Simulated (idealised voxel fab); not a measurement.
Process module heading - voxel released beams
Section cut is 150 nm wide and gridded with 5 nm square cells.
This document writes a cross-section as a grid whose cells are square, and gives it as bands, listed from the top down; one or more rows of cells form a band.
Heads up on the band format: heights come first, top then bottom, in nm. After that it's the materials left to right, each with its width in nm. A single material flagged "all across" fills the whole band edge to edge, and "empty" means there's empty space there.
Beneath 0, the wafer as received is one material, and that level is where height counting begins. The lowest band goes on downward without a bottom; it is written like "0 nm and below".
A two-number width, for instance "30 to 40", indicates that the width is equal to the first number in the top row of the band and to the second number in the bottom row, and that it changes by a constant amount per row of cells.
The cross-section has no changed cell in any step marked "all unchanged".
For the entry "Closed voids list", the listed items are empty spaces with no open way to the top whose size is 8 cells or more; each item follows the pattern width x height at distance, where distance is from the left edge and all three are in nm.
Anything after a step's settings on that line? It's the simulator's own note about the step.
"overlay nm" answers the question of how far to the right of plan the mask lay on a step that has a mask, and when it is negative the answer is to the left.
**Set out below are the planned steps of the process**
1) RECEIVE [material Si]
2) CONFORMAL_DEP [material Al2O3] [thk nm 5]
3) DIRECTIONAL_DEP [material SiO2] [thk nm 20]
4) DIRECTIONAL_DEP [material aC] [thk nm 10]
5) PATTERN [tone open] [mask id ANCHOR] [material resist] [width nm 40] [thk nm 30] [overlay nm 0]
6) DIRECTIONAL_ETCH [etch materials aC] [depth nm 10]
7) STRIP [etch materials resist]
8) DIRECTIONAL_ETCH [etch materials SiO2] [depth nm 20]
9) STRIP [etch materials aC]
10) CONFORMAL_DEP [material polySi] [thk nm 15]
11) PATTERN [tone cover] [mask id BEAM] [material resist] [width nm 115] [thk nm 15] [overlay nm 0]
12) DIRECTIONAL_ETCH [etch materials polySi] [depth nm 15]
13) STRIP [etch materials resist]
14) STRIP [etch materials SiO2]
**Cross-section of the wafer upon arrival, representing the state reached after step 1**
	0 nm and below | Si all across
	Closed voids list: none
**First of two wafers: cross-section at end of module, run per plan**
	40 nm to 25 nm | empty=15; polySi=20; empty=10; polySi=85; empty=20
	25 nm to 20 nm | empty=20; polySi=15; empty=10; polySi=15; empty=90
	20 nm to 5 nm | empty=20; polySi=40; empty=90
	5 nm to 0 nm | Al2O3 all across
	0 nm and below | Si all across
	Closed voids list: none
**Second of two wafers, module complete, sectioned: it shares the first wafer's start and plan but was run with one mistake**
	40 nm to 25 nm | empty=15; polySi=25; empty=5; polySi=85; empty=20
	25 nm to 20 nm | empty=25; polySi=15; empty=5; polySi=15; empty=90
	20 nm to 5 nm | empty=25; polySi=35; empty=90
	5 nm to 0 nm | Al2O3 all across
	0 nm and below | Si all across
	Closed voids list: none
What broke from the plan during processing? step 5 went in with a setting other than planned; the actual run was PATTERN [tone open] [mask id ANCHOR] [material resist] [width nm 35] [thk nm 30] [overlay nm 0]
If you tally the cells, the second wafer ends up with the same amount of every material as the first; it's all just sitting in different places.
